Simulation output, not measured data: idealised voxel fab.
A process module follows: voxel gate over fins.
Xsec cut, 280 nm wide, square cell size 5 nm.
Cross-section = grid of square cells, listed top down in bands; band = one or more rows.
In this notation a band is specified by the heights of its top and bottom, in that order and in nm, after which its materials appear from left to right, each paired with its width in nm. The word "edge to edge" attached to a single material means that material fills the band from edge to edge; the word "air" stands for empty space.
The level at which height equals 0 is the one under which the wafer, as it arrives, is entirely one material. No lower edge exists for the bottom band, which continues downward and is notated as in "0 -> down".
The width entry "30->40" should be interpreted row by row: the top row of cells in the band takes the first number, the bottom row takes the second number, and the change between adjacent rows is uniform throughout.
No cell of the cross-section changed in a step that is given as "everything unchanged".
Entry "Closed void inventory" = empty spaces >= 8 cells with no open way to the top; each as width x height at distance, distance from left edge, all nm.
On a step's line, text after the settings is the simulator commenting on that step.
overlay nm: where the mask lay relative to plan, measured to the right, on steps with a mask; negatives go left.
plan:
1. RECEIVE,material Si
2. CONFORMAL_DEP,material SiN,thk nm 10
3. MASKED_ETCH,tone cover,mask id FINS,width nm 15,pitch nm 55,etch materials SiN,depth nm 10,overlay nm 0
4. MASKED_ETCH,tone cover,mask id FINS,width nm 15,pitch nm 55,etch materials Si,depth nm 30,overlay nm 0
5. OXIDIZE,depth nm 5
6. FILL_DEP,material SiO2,thk nm 5
7. CMP,height nm 10
8. PATTERN,tone open,mask id RAIL,material resist,width nm 15,thk nm 15,overlay nm 0
9. DIRECTIONAL_ETCH,etch materials SiO2,depth nm 35
10. STRIP,etch materials resist
11. CONFORMAL_DEP,material TiN,thk nm 5
12. FILL_DEP,material Ru,thk nm 10
13. CMP,height nm 10
14. SELECTIVE_ETCH,etch materials W Ru TiN,depth nm 25
15. FILL_DEP,material SiO2,thk nm 5
16. CMP,height nm 10
17. SELECTIVE_ETCH,etch materials SiO2,depth nm 20
18. STRIP,etch materials SiN
19. CONFORMAL_DEP,material HfO2,thk nm 5
20. CONFORMAL_DEP,material TiN,thk nm 5
21. FILL_DEP,material W,thk nm 10
22. CMP,height nm 15
23. CONFORMAL_DEP,material SiN,thk nm 5
For this document, wafers share an identical start and vary in the step 8 width nm; the plan quotes the first wafer's value.
The first of several wafers, as received after step 1, seen in section:
  0 -> down | Si edge to edge
  Closed void inventory: none
Cross-section of the first of several wafers, taken after step 23, where the module ends:
  20 -> 15 | SiN edge to edge
  15 -> 10 | W edge to edge
  10 -> 5 | 45 W / 25 TiN / 30 W / 25 TiN / 30 W / 25 TiN / 30 W / 25 TiN / 45 W
  5 -> 0 | 45 W / 5 TiN / 15 HfO2 / 5 TiN / 30 W / 5 TiN / 15 HfO2 / 5 TiN / 30 W / 5 TiN / 15 HfO2 / 5 TiN / 30 W / 5 TiN / 15 HfO2 / 5 TiN / 45 W
  0 -> -5 | 50 TiN / 5 HfO2 / 5 Si / 5 HfO2 / 40 TiN / 5 HfO2 / 5 Si / 5 HfO2 / 40 TiN / 5 HfO2 / 5 Si / 5 HfO2 / 40 TiN / 5 HfO2 / 5 Si / 5 HfO2 / 50 TiN
  -5 -> -10 | 55 HfO2 / 5 Si / 50 HfO2 / 5 Si / 50 HfO2 / 5 Si / 50 HfO2 / 5 Si / 55 HfO2
  -10 -> -15 | 55 SiO2 / 5 Si / 50 SiO2 / 5 Si / 50 SiO2 / 5 Si / 50 SiO2 / 5 Si / 55 SiO2
  -15 -> -20 | 55 SiO2 / 5 Si / 15 SiO2 / 5 TiN / 5 Ru / 5 TiN / 20 SiO2 / 5 Si / 50 SiO2 / 5 Si / 50 SiO2 / 5 Si / 55 SiO2
  -20 -> -25 | 55 SiO2 / 5 Si / 15 SiO2 / 15 TiN / 20 SiO2 / 5 Si / 50 SiO2 / 5 Si / 50 SiO2 / 5 Si / 55 SiO2
  -25 -> -35 | 55 SiO2 / 5 Si / 50 SiO2 / 5 Si / 50 SiO2 / 5 Si / 50 SiO2 / 5 Si / 55 SiO2
  -35 -> down | Si edge to edge
  Closed void inventory: none
The module's end: a cross-section of the last wafer:
  20 -> 15 | SiN edge to edge
  15 -> 10 | W edge to edge
  10 -> 5 | 45 W / 25 TiN / 30 W / 25 TiN / 30 W / 25 TiN / 30 W / 25 TiN / 45 W
  5 -> 0 | 45 W / 5 TiN / 15 HfO2 / 5 TiN / 30 W / 5 TiN / 15 HfO2 / 5 TiN / 30 W / 5 TiN / 15 HfO2 / 5 TiN / 30 W / 5 TiN / 15 HfO2 / 5 TiN / 45 W
  0 -> -5 | 50 TiN / 5 HfO2 / 5 Si / 5 HfO2 / 40 TiN / 5 HfO2 / 5 Si / 5 HfO2 / 40 TiN / 5 HfO2 / 5 Si / 5 HfO2 / 40 TiN / 5 HfO2 / 5 Si / 5 HfO2 / 50 TiN
  -5 -> -10 | 55 HfO2 / 5 Si / 50 HfO2 / 5 Si / 50 HfO2 / 5 Si / 50 HfO2 / 5 Si / 55 HfO2
  -10 -> -15 | 55 SiO2 / 5 Si / 50 SiO2 / 5 Si / 50 SiO2 / 5 Si / 50 SiO2 / 5 Si / 55 SiO2
  -15 -> -20 | 55 SiO2 / 5 Si / 10 SiO2 / 5 TiN / 20 Ru / 5 TiN / 10 SiO2 / 5 Si / 50 SiO2 / 5 Si / 50 SiO2 / 5 Si / 55 SiO2
  -20 -> -25 | 55 SiO2 / 5 Si / 10 SiO2 / 30 TiN / 10 SiO2 / 5 Si / 50 SiO2 / 5 Si / 50 SiO2 / 5 Si / 55 SiO2
  -25 -> -35 | 55 SiO2 / 5 Si / 50 SiO2 / 5 Si / 50 SiO2 / 5 Si / 50 SiO2 / 5 Si / 55 SiO2
  -35 -> down | Si edge to edge
  Closed void inventory: none
Gained (+) or lost (-) cells of each material since receipt, then closed voids: one row per wafer, at the end of the module:
width nm 15, +72 HfO2, +1 Ru, -364 Si, +56 SiN, +254 SiO2, +77 TiN, +128 W, Closed void inventory: none
width nm 20, +72 HfO2, +2 Ru, -364 Si, +56 SiN, +252 SiO2, +78 TiN, +128 W, Closed void inventory: none
width nm 25, +72 HfO2, +3 Ru, -364 Si, +56 SiN, +250 SiO2, +79 TiN, +128 W, Closed void inventory: none
width nm 30, +72 HfO2, +4 Ru, -364 Si, +56 SiN, +248 SiO2, +80 TiN, +128 W, Closed void inventory: none
